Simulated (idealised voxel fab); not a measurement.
Process module heading - voxel transistor to metal
FYI the section here is cut, 150 nm wide, cells are 5 nm squares.
This document writes a cross-section as a grid whose cells are square, and gives it as bands, listed from the top down; one or more rows of cells form a band. It is stipulated that each band's entry specify, in nanometres, the height of the top of the band and then that of its bottom, followed by the materials of the band in left-to-right sequence, each together with its width in nanometres. A single material marked by the word "everywhere" is understood to fill the band from edge to edge; the word "blank" is understood to denote empty space. The reference from which all heights are counted is 0, the level beneath which the as-received wafer is entirely one material; the lowest band, having no lower bound, proceeds downward and is written after the example "0 down". The two numbers in a width such as "30 to 40" mark its ends across the band: the first belongs to the top row of cells, the second to the bottom row, and from each row to the next the width moves by the same amount. "nothing got changed" after a step means that no cell of the cross-section changed. "Closed voids list" contains a list of empty spaces, each no smaller than 8 cells and without an open way to the top, written in the form width x height at distance with the distance from the left edge and all three in nm. Text after the settings on a step's line: the simulator's own remark on that step. A step's line can hold "overlay nm"; with a mask on that step, the setting says how far right of the planned place the mask lay, while a negative setting says it lay to the left.
Here's what the planned process steps look like
1: op RECEIVE | material Si
2: op OXIDIZE | depth nm 5
3: op CONFORMAL_DEP | material SiN | thk nm 10
4: op PATTERN | tone cover | mask id ACTIVE | material resist | width nm 95 | thk nm 20 | overlay nm 0
5: op DIRECTIONAL_ETCH | etch materials SiN | depth nm 10
6: op DIRECTIONAL_ETCH | etch materials SiO2 | depth nm 5
7: op DIRECTIONAL_ETCH | etch materials Si | depth nm 35
8: op STRIP | etch materials resist
9: op FILL_DEP | material SiO2 | thk nm 5
10: op CMP | height nm 10
11: op SELECTIVE_ETCH | etch materials SiO2 | depth nm 10
12: op STRIP | etch materials SiN
13: op SELECTIVE_ETCH | etch materials SiO2 | depth nm 5
14: op OXIDIZE | depth nm 5
15: op DIRECTIONAL_DEP | material polySi | thk nm 30
16: op DIRECTIONAL_DEP | material SiCN | thk nm 10
17: op MASKED_ETCH | tone cover | mask id GATE | width nm 25 | etch materials SiCN | depth nm 20 | overlay nm 0
18: op MASKED_ETCH | tone cover | mask id GATE | width nm 25 | etch materials polySi | depth nm 40 | overlay nm 0
19: op CONFORMAL_DEP | material SiO2 | thk nm 5
20: op DIRECTIONAL_ETCH | etch materials SiO2 | depth nm 5
21: op CONFORMAL_DEP | material SiN | thk nm 5
22: op DIRECTIONAL_ETCH | etch materials SiN | depth nm 5
23: op DIRECTIONAL_ETCH | etch materials SiO2 | depth nm 5
24: op DIRECTIONAL_ETCH | etch materials Si | depth nm 5
25: op EPI | material SiGe | thk nm 10
26: op FILL_DEP | material SiO2 | thk nm 10
27: op CMP | height nm 25
28: op STRIP | etch materials polySi
29: op SELECTIVE_ETCH | etch materials SiO2 | depth nm 5
30: op CONFORMAL_DEP | material HfO2 | thk nm 5
31: op CONFORMAL_DEP | material TiN | thk nm 5
32: op FILL_DEP | material W | thk nm 10
33: op CMP | height nm 20
34: op DIRECTIONAL_DEP | material SiO2 | thk nm 15
35: op MASKED_ETCH | tone open | mask id CONTACT | width nm 15 | pitch nm 70 | etch materials SiO2 | depth nm 40 | overlay nm 0
36: op CONFORMAL_DEP | material TiN | thk nm 5
37: op FILL_DEP | material Ru | thk nm 10
38: op CMP | height nm 35
39: op CONFORMAL_DEP | material SiCN | thk nm 5
40: op DIRECTIONAL_DEP | material SiO2 | thk nm 20
41: op PATTERN | tone open | mask id METAL_1 | material resist | width nm 15 | pitch nm 70 | thk nm 15 | overlay nm 0
42: op DIRECTIONAL_ETCH | etch materials SiO2 | depth nm 20
43: op DIRECTIONAL_ETCH | etch materials SiCN | depth nm 5
44: op STRIP | etch materials resist
45: op CONFORMAL_DEP | material TiN | thk nm 5
46: op FILL_DEP | material Cu | thk nm 10
47: op CMP | height nm 60
48: op CONFORMAL_DEP | material SiN | thk nm 5
Wafer at receipt (post step 1), cross-section
- 0 down | Si everywhere
- Closed voids list: none
Looking at the first of two wafers in cross-section at end of module - ran to plan
- 65 to 60 | SiN everywhere
- 60 to 40 | 30 nm SiO2, 5 nm TiN, 5 nm Cu, 5 nm TiN, 55 nm SiO2, 5 nm TiN, 5 nm Cu, 5 nm TiN, 35 nm SiO2
- 40 to 35 | 30 nm SiCN, 15 nm TiN, 55 nm SiCN, 15 nm TiN, 35 nm SiCN
- 35 to 20 | 30 nm SiO2, 5 nm TiN, 5 nm Ru, 5 nm TiN, 55 nm SiO2, 5 nm TiN, 5 nm Ru, 5 nm TiN, 35 nm SiO2
- 20 to 5 | 30 nm SiO2, 5 nm TiN, 5 nm Ru, 5 nm TiN, 5 nm SiO2, 5 nm SiN, 5 nm HfO2, 5 nm TiN, 15 nm W, 5 nm TiN, 5 nm HfO2, 5 nm SiN, 5 nm SiO2, 5 nm TiN, 5 nm Ru, 5 nm TiN, 35 nm SiO2
- 5 to 0 | 30 nm SiO2, 15 nm TiN, 5 nm SiO2, 5 nm SiN, 5 nm HfO2, 5 nm TiN, 15 nm W, 5 nm TiN, 5 nm HfO2, 5 nm SiN, 5 nm SiO2, 15 nm TiN, 35 nm SiO2
- 0 to -5 | 30 nm SiO2, 10 nm TiN, 10 nm SiGe, 5 nm SiN, 5 nm HfO2, 25 nm TiN, 5 nm HfO2, 5 nm SiN, 10 nm SiGe, 10 nm TiN, 35 nm SiO2
- -5 to -10 | 20 nm SiO2, 30 nm SiGe, 5 nm SiO2, 35 nm HfO2, 5 nm SiO2, 30 nm SiGe, 25 nm SiO2
- -10 to -15 | 25 nm SiO2, 25 nm SiGe, 45 nm Si, 25 nm SiGe, 30 nm SiO2
- -15 to -40 | 25 nm SiO2, 95 nm Si, 30 nm SiO2
- -40 down | Si everywhere
- Closed voids list: none
Cross-sectional view of the second of two wafers upon completion of the module. This wafer shared its starting condition and process plan with the first; one error was made during its execution
- 65 to 60 | SiN everywhere
- 60 to 40 | 30 nm SiO2, 5 nm TiN, 5 nm Cu, 5 nm TiN, 55 nm SiO2, 5 nm TiN, 5 nm Cu, 5 nm TiN, 35 nm SiO2
- 40 to 35 | 30 nm SiCN, 15 nm TiN, 55 nm SiCN, 15 nm TiN, 35 nm SiCN
- 35 to 20 | 30 nm SiO2, 5 nm TiN, 5 nm Ru, 5 nm TiN, 55 nm SiO2, 5 nm TiN, 5 nm Ru, 5 nm TiN, 35 nm SiO2
- 20 to 5 | 30 nm SiO2, 5 nm TiN, 5 nm Ru, 5 nm TiN, 5 nm SiO2, 5 nm SiN, 5 nm HfO2, 5 nm TiN, 15 nm W, 5 nm TiN, 5 nm HfO2, 5 nm SiN, 5 nm SiO2, 5 nm TiN, 5 nm Ru, 5 nm TiN, 35 nm SiO2
- 5 to 0 | 30 nm SiO2, 15 nm TiN, 5 nm SiO2, 5 nm SiN, 5 nm HfO2, 5 nm TiN, 15 nm W, 5 nm TiN, 5 nm HfO2, 5 nm SiN, 5 nm SiO2, 15 nm TiN, 35 nm SiO2
- 0 to -5 | 30 nm SiO2, 10 nm TiN, 10 nm SiGe, 5 nm SiN, 5 nm HfO2, 25 nm TiN, 5 nm HfO2, 5 nm SiN, 10 nm SiGe, 10 nm TiN, 35 nm SiO2
- -5 to -10 | 25 nm SiO2, 25 nm SiGe, 5 nm SiO2, 35 nm HfO2, 5 nm SiO2, 30 nm SiGe, 25 nm SiO2
- -10 to -15 | 30 nm SiO2, 20 nm SiGe, 45 nm Si, 25 nm SiGe, 30 nm SiO2
- -15 to -40 | 30 nm SiO2, 90 nm Si, 30 nm SiO2
- -40 down | Si everywhere
- Closed voids list: none
The plan and the run diverged here: note that step 4 departed from the planned setting and was carried out as op PATTERN | tone cover | mask id ACTIVE | material resist | width nm 90 | thk nm 20 | overlay nm 0
Per the end-of-run cell counts, the second wafer holds more or fewer of some materials than the first: -5 Si; -2 SiGe; +7 SiO2
